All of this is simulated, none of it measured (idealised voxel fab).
process module | voxel double patterning
cross-section cut | 180 nm wide | cells 5 nm
A cross-section is a grid of square cells, given in bands from the top down. A band is one or more rows of cells.
Each band's line starts with the height of the band's top and of its bottom, in nm. Then come its materials from left to right, each with its width in nm. One material with "throughout" fills the band from edge to edge. "air" is empty space.
Height 0 is the level under which the wafer as received is all one material. The lowest band goes on downwards, as in "0 down".
A width such as "30 to 40" changes by the same amount from each row of cells to the next, from the band's top row to its bottom row.
"no change" after a step means that no cell of the cross-section changed.
closed voids: empty space of 8 cells or more with no open way to the top, each as width x height at its distance from the left edge, in nm
after a step's settings: what the simulator itself notes on the step
overlay nm, on a step with a mask: how far to the right of its planned place the mask lay; to the left if negative
plan
1 op RECEIVE | material Si
2 op CONFORMAL_DEP | material SiO2 | thk nm 10
3 op DIRECTIONAL_DEP | material polySi | thk nm 20
4 op DIRECTIONAL_DEP | material SiN | thk nm 5
5 op DIRECTIONAL_DEP | material aC | thk nm 10
6 op PATTERN | tone open | mask id FIRST | material resist | width nm 15 | pitch nm 50 | thk nm 25 | overlay nm 0
7 op DIRECTIONAL_ETCH | etch materials aC | depth nm 10
8 op STRIP | etch materials resist
9 op DIRECTIONAL_ETCH | etch materials SiN | depth nm 5
10 op STRIP | etch materials aC
11 op DIRECTIONAL_DEP | material aC | thk nm 15
12 op PATTERN | tone open | mask id SECOND | material resist | width nm 15 | pitch nm 50 | thk nm 30 | overlay nm 0
13 op DIRECTIONAL_ETCH | etch materials aC | depth nm 15
14 op STRIP | etch materials resist
15 op DIRECTIONAL_ETCH | etch materials SiN | depth nm 5
16 op STRIP | etch materials aC
17 op DIRECTIONAL_ETCH | etch materials polySi | depth nm 20
18 op STRIP | etch materials SiN
as received, after step 1
  0 down: Si throughout
  closed voids: none
first wafer at the end, as planned
  30 to 10: polySi 30 | air 15 | polySi 10 | air 15 | polySi 10 | air 15 | polySi 10 | air 15 | polySi 10 | air 15 | polySi 35
  10 to 0: SiO2 throughout
  0 down: Si throughout
  closed voids: none
second wafer at the end: like start, like plan, one mistake
  50 to 30: polySi 30 | air 15 | polySi 10 | air 15 | polySi 10 | air 15 | polySi 10 | air 15 | polySi 10 | air 15 | polySi 35
  30 to 10: polySi throughout
  10 to 0: SiO2 throughout
  0 down: Si throughout
  closed voids: none
what went wrong: step 3 was run twice
at the end the second wafer has, in cells: 144 more of polySi
